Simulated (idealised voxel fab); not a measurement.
voxel tone inversion: a process module
In the cross-section labelled cut, the width is 230 nm and each square cell is 5 nm.
In what follows, cross-sections appear as grids of square cells, described through bands that run from the top down, where every band is one or more rows of cells.
For a band, the entry starts with two heights in nm, that of the top and then that of the bottom, and carries on with the band's materials in order from left to right, each alongside its width in nm; the word "all across" beside a single material means it fills the band edge to edge, and "air" means empty space.
Zero point of the height axis is 0; under it, received wafer = one material. Lowest band: continues down indefinitely, "top 0, no bottom".
The two numbers in a width such as "30..40" mark its ends across the band: the first belongs to the top row of cells, the second to the bottom row, and from each row to the next the width moves by the same amount.
"no alteration" after a step means that no cell of the cross-section changed.
Under "Closed voids list" you'll find the enclosed gaps, the ones with no way out to the top, that are 8 cells or bigger; each reads width x height at distance, with distance counted from the left edge, everything in nm.
That trailing text on a step's line, after the settings, is the simulator's own remark on the step.
overlay nm: right-of-plan distance of the mask on a masked step; negative values mean left-of-plan.

**So here's the lineup of process steps we planned**
- 1: RECEIVE: material Si
- 2: CONFORMAL_DEP: material SiN, thk nm 10
- 3: DIRECTIONAL_DEP: material polySi, thk nm 15
- 4: PATTERN: tone cover, mask id POSTS, material resist, width nm 20, pitch nm 35, thk nm 25, overlay nm 0
- 5: DIRECTIONAL_ETCH: etch materials polySi, depth nm 15
- 6: STRIP: etch materials resist
- 7: FILL_DEP: material lowk, thk nm 5
- 8: CMP: height nm 25
- 9: STRIP: etch materials polySi
- 10: CONFORMAL_DEP: material TiN, thk nm 5
- 11: FILL_DEP: material W, thk nm 5
- 12: CMP: height nm 25
- 13: CONFORMAL_DEP: material SiN, thk nm 5

**as received, after step 1**
  top 0, no bottom | Si all across
  Closed voids list: none

**First of two wafers at the end of the module, shown in cross-section; run carried out as planned**
  top 30, bottom 25 | SiN all across
  top 25, bottom 15 | lowk (85)  TiN (5)  W (10)  TiN (5)  lowk (15)  TiN (5)  W (10)  TiN (5)  lowk (90)
  top 15, bottom 10 | lowk (85)  TiN (20)  lowk (15)  TiN (20)  lowk (90)
  top 10, bottom 0 | SiN all across
  top 0, no bottom | Si all across
  Closed voids list: none

**Wafer two, end of module, cross-section. Same start, same plan as wafer one. One mistake in the run**
  top 30, bottom 25 | SiN all across
  top 25, bottom 15 | W (80)  TiN (5)  lowk (20)  TiN (5)  W (5)  TiN (5)  lowk (20)  TiN (5)  W (85)
  top 15, bottom 10 | TiN (85)  lowk (20)  TiN (15)  lowk (20)  TiN (90)
  top 10, bottom 0 | SiN all across
  top 0, no bottom | Si all across
  Closed voids list: none
Where did the run depart from the plan? step 4 ran as: PATTERN: tone open, mask id POSTS, material resist, width nm 20, pitch nm 35, thk nm 25, overlay nm 0
End check, counted in cells, second wafer has more or fewer of these materials than the first: 30 more of TiN | 60 more of W | 90 fewer of lowk
